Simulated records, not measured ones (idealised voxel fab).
The name of this process module is voxel tone inversion.
Cross-section cut: width 205 nm, square cells of 5 nm.
Cross-sections here: square-cell grids, written as top-down lists of bands, a band being one or more rows of cells. Each band's line starts with the height of the band's top and of its bottom, in nm. Then come its materials from left to right, each with its width in nm. One material with "everywhere" fills the band from edge to edge. "empty" is empty space. Height 0 is the level under which the wafer as received is all one material. The lowest band goes on downwards, as in "from 0 down". It should be noted that a width expressed as "30->40" varies in equal increments from row to row of cells within the band, taking the value of the first number at the top row and that of the second number at the bottom row. It should be understood that the words "remained the same", when stated for a given step, signify that the cross-section underwent no change in any of its cells during that step. In the "Internal closed voids" entry, you get each enclosed empty space of 8 cells or more, one with no open way to the top, written width x height at distance, distance from the left edge, in nm. What comes after the settings on a step's line is commentary from the simulator itself on that step. Each step line may optionally specify "overlay nm", which for a step with a mask gives the rightward distance between the mask's planned place and where it lay, a negative value indicating the leftward direction.
[Here's what the planned process steps look like]
1: op RECEIVE | material Si
2: op CONFORMAL_DEP | material SiCN | thk nm 5
3: op DIRECTIONAL_DEP | material aC | thk nm 25
4: op PATTERN | tone cover | mask id POSTS | material resist | width nm 25 | pitch nm 40 | thk nm 35 | overlay nm 0
5: op DIRECTIONAL_ETCH | etch materials aC | depth nm 25
6: op STRIP | etch materials resist
7: op FILL_DEP | material lowk | thk nm 10
8: op CMP | height nm 30
9: op STRIP | etch materials aC
10: op CONFORMAL_DEP | material TiN | thk nm 5
11: op FILL_DEP | material Cu | thk nm 5
12: op CMP | height nm 30
13: op CONFORMAL_DEP | material SiN | thk nm 5
[First wafer out of two, processed as planned]
[Here's what the wafer looked like in cross-section when it arrived - that's after step 1]
- from 0 down: Si everywhere
- Internal closed voids: none
[Cross-section: wafer state after step 2]
- from 5 to 0: SiCN everywhere
- Below 0, no change.
[Cross-section: wafer state after step 3]
- from 30 to 5: aC everywhere
- Below 5, no change.
[Cross-section: wafer state after step 4]
- from 65 to 30: 30 of empty, then 25 of resist, then 15 of empty, then 25 of resist, then 15 of empty, then 25 of resist, then 15 of empty, then 25 of resist, then 30 of empty
- Below 30, no change.
[Cross-section: wafer state after step 5]
- from 40 to 30: 30 of empty, then 25 of resist, then 15 of empty, then 25 of resist, then 15 of empty, then 25 of resist, then 15 of empty, then 25 of resist, then 30 of empty
- from 30 to 5: 30 of empty, then 25 of aC, then 15 of empty, then 25 of aC, then 15 of empty, then 25 of aC, then 15 of empty, then 25 of aC, then 30 of empty
- Below 5, no change.
[Cross-section: wafer state after step 6]
- from 30 to 5: 30 of empty, then 25 of aC, then 15 of empty, then 25 of aC, then 15 of empty, then 25 of aC, then 15 of empty, then 25 of aC, then 30 of empty
- Below 5, no change.
[Cross-section: wafer state after step 7]
- from 40 to 30: lowk everywhere
- from 30 to 5: 30 of lowk, then 25 of aC, then 15 of lowk, then 25 of aC, then 15 of lowk, then 25 of aC, then 15 of lowk, then 25 of aC, then 30 of lowk
- Below 5, no change.
[Cross-section: wafer state after step 8]
- from 30 to 5: 30 of lowk, then 25 of aC, then 15 of lowk, then 25 of aC, then 15 of lowk, then 25 of aC, then 15 of lowk, then 25 of aC, then 30 of lowk
- Below 5, no change.
[Cross-section: wafer state after step 9]
- from 30 to 5: 30 of lowk, then 25 of empty, then 15 of lowk, then 25 of empty, then 15 of lowk, then 25 of empty, then 15 of lowk, then 25 of empty, then 30 of lowk
- Below 5, no change.
[Cross-section: wafer state after step 10]
- from 35 to 30: 35 of TiN, then 15 of empty, then 25 of TiN, then 15 of empty, then 25 of TiN, then 15 of empty, then 25 of TiN, then 15 of empty, then 35 of TiN
- from 30 to 10: 30 of lowk, then 5 of TiN, then 15 of empty, then 5 of TiN, then 15 of lowk, then 5 of TiN, then 15 of empty, then 5 of TiN, then 15 of lowk, then 5 of TiN, then 15 of empty, then 5 of TiN, then 15 of lowk, then 5 of TiN, then 15 of empty, then 5 of TiN, then 30 of lowk
- from 10 to 5: 30 of lowk, then 25 of TiN, then 15 of lowk, then 25 of TiN, then 15 of lowk, then 25 of TiN, then 15 of lowk, then 25 of TiN, then 30 of lowk
- Below 5, no change.
[Cross-section: wafer state after step 11]
- from 40 to 35: Cu everywhere
- from 35 to 30: 35 of TiN, then 15 of Cu, then 25 of TiN, then 15 of Cu, then 25 of TiN, then 15 of Cu, then 25 of TiN, then 15 of Cu, then 35 of TiN
- from 30 to 10: 30 of lowk, then 5 of TiN, then 15 of Cu, then 5 of TiN, then 15 of lowk, then 5 of TiN, then 15 of Cu, then 5 of TiN, then 15 of lowk, then 5 of TiN, then 15 of Cu, then 5 of TiN, then 15 of lowk, then 5 of TiN, then 15 of Cu, then 5 of TiN, then 30 of lowk
- Below 10, no change.
[Cross-section: wafer state after step 12]
- from 30 to 10: 30 of lowk, then 5 of TiN, then 15 of Cu, then 5 of TiN, then 15 of lowk, then 5 of TiN, then 15 of Cu, then 5 of TiN, then 15 of lowk, then 5 of TiN, then 15 of Cu, then 5 of TiN, then 15 of lowk, then 5 of TiN, then 15 of Cu, then 5 of TiN, then 30 of lowk
- Below 10, no change.
[Cross-section: wafer state after step 13]
- from 35 to 30: SiN everywhere
- Below 30, no change.
[What follows concerns the second wafer, which started out like the first and was meant to follow the very same plan; one mistake crept in when it was run, but everything up to and including step 3 is the same as for the first wafer]
[Second wafer, section view, time point: scheduled end of step 4]
- from 65 to 30: 20 of empty, then 25 of resist, then 15 of empty, then 25 of resist, then 15 of empty, then 25 of resist, then 15 of empty, then 25 of resist, then 40 of empty
- Below 30, no change.
[Second wafer, section view, time point: scheduled end of step 5]
- from 40 to 30: 20 of empty, then 25 of resist, then 15 of empty, then 25 of resist, then 15 of empty, then 25 of resist, then 15 of empty, then 25 of resist, then 40 of empty
- from 30 to 5: 20 of empty, then 25 of aC, then 15 of empty, then 25 of aC, then 15 of empty, then 25 of aC, then 15 of empty, then 25 of aC, then 40 of empty
- Below 5, no change.
[Second wafer, section view, time point: scheduled end of step 6]
- from 30 to 5: 20 of empty, then 25 of aC, then 15 of empty, then 25 of aC, then 15 of empty, then 25 of aC, then 15 of empty, then 25 of aC, then 40 of empty
- Below 5, no change.
[Second wafer, section view, time point: scheduled end of step 7]
- from 40 to 30: lowk everywhere
- from 30 to 5: 20 of lowk, then 25 of aC, then 15 of lowk, then 25 of aC, then 15 of lowk, then 25 of aC, then 15 of lowk, then 25 of aC, then 40 of lowk
- Below 5, no change.
[Second wafer, section view, time point: scheduled end of step 8]
- from 30 to 5: 20 of lowk, then 25 of aC, then 15 of lowk, then 25 of aC, then 15 of lowk, then 25 of aC, then 15 of lowk, then 25 of aC, then 40 of lowk
- Below 5, no change.
[Second wafer, section view, time point: scheduled end of step 9]
- from 30 to 5: 20 of lowk, then 25 of empty, then 15 of lowk, then 25 of empty, then 15 of lowk, then 25 of empty, then 15 of lowk, then 25 of empty, then 40 of lowk
- Below 5, no change.
[Second wafer, section view, time point: scheduled end of step 10]
- from 35 to 30: 25 of TiN, then 15 of empty, then 25 of TiN, then 15 of empty, then 25 of TiN, then 15 of empty, then 25 of TiN, then 15 of empty, then 45 of TiN
- from 30 to 10: 20 of lowk, then 5 of TiN, then 15 of empty, then 5 of TiN, then 15 of lowk, then 5 of TiN, then 15 of empty, then 5 of TiN, then 15 of lowk, then 5 of TiN, then 15 of empty, then 5 of TiN, then 15 of lowk, then 5 of TiN, then 15 of empty, then 5 of TiN, then 40 of lowk
- from 10 to 5: 20 of lowk, then 25 of TiN, then 15 of lowk, then 25 of TiN, then 15 of lowk, then 25 of TiN, then 15 of lowk, then 25 of TiN, then 40 of lowk
- Below 5, no change.
[Second wafer, section view, time point: scheduled end of step 11]
- from 40 to 35: Cu everywhere
- from 35 to 30: 25 of TiN, then 15 of Cu, then 25 of TiN, then 15 of Cu, then 25 of TiN, then 15 of Cu, then 25 of TiN, then 15 of Cu, then 45 of TiN
- from 30 to 10: 20 of lowk, then 5 of TiN, then 15 of Cu, then 5 of TiN, then 15 of lowk, then 5 of TiN, then 15 of Cu, then 5 of TiN, then 15 of lowk, then 5 of TiN, then 15 of Cu, then 5 of TiN, then 15 of lowk, then 5 of TiN, then 15 of Cu, then 5 of TiN, then 40 of lowk
- Below 10, no change.
[Second wafer, section view, time point: scheduled end of step 12]
- from 30 to 10: 20 of lowk, then 5 of TiN, then 15 of Cu, then 5 of TiN, then 15 of lowk, then 5 of TiN, then 15 of Cu, then 5 of TiN, then 15 of lowk, then 5 of TiN, then 15 of Cu, then 5 of TiN, then 15 of lowk, then 5 of TiN, then 15 of Cu, then 5 of TiN, then 40 of lowk
- Below 10, no change.
[Second wafer, section view, time point: scheduled end of step 13]
- from 35 to 30: SiN everywhere
- Below 30, no change.
What was done differently from what was planned? step 4 ran with different settings than intended, the actual operation and settings being op PATTERN | tone cover | mask id POSTS | material resist | width nm 25 | pitch nm 40 | thk nm 35 | overlay nm -10
Tallied in cells, the final second wafer holds each material in the same quantity as the first, although not at the same places.
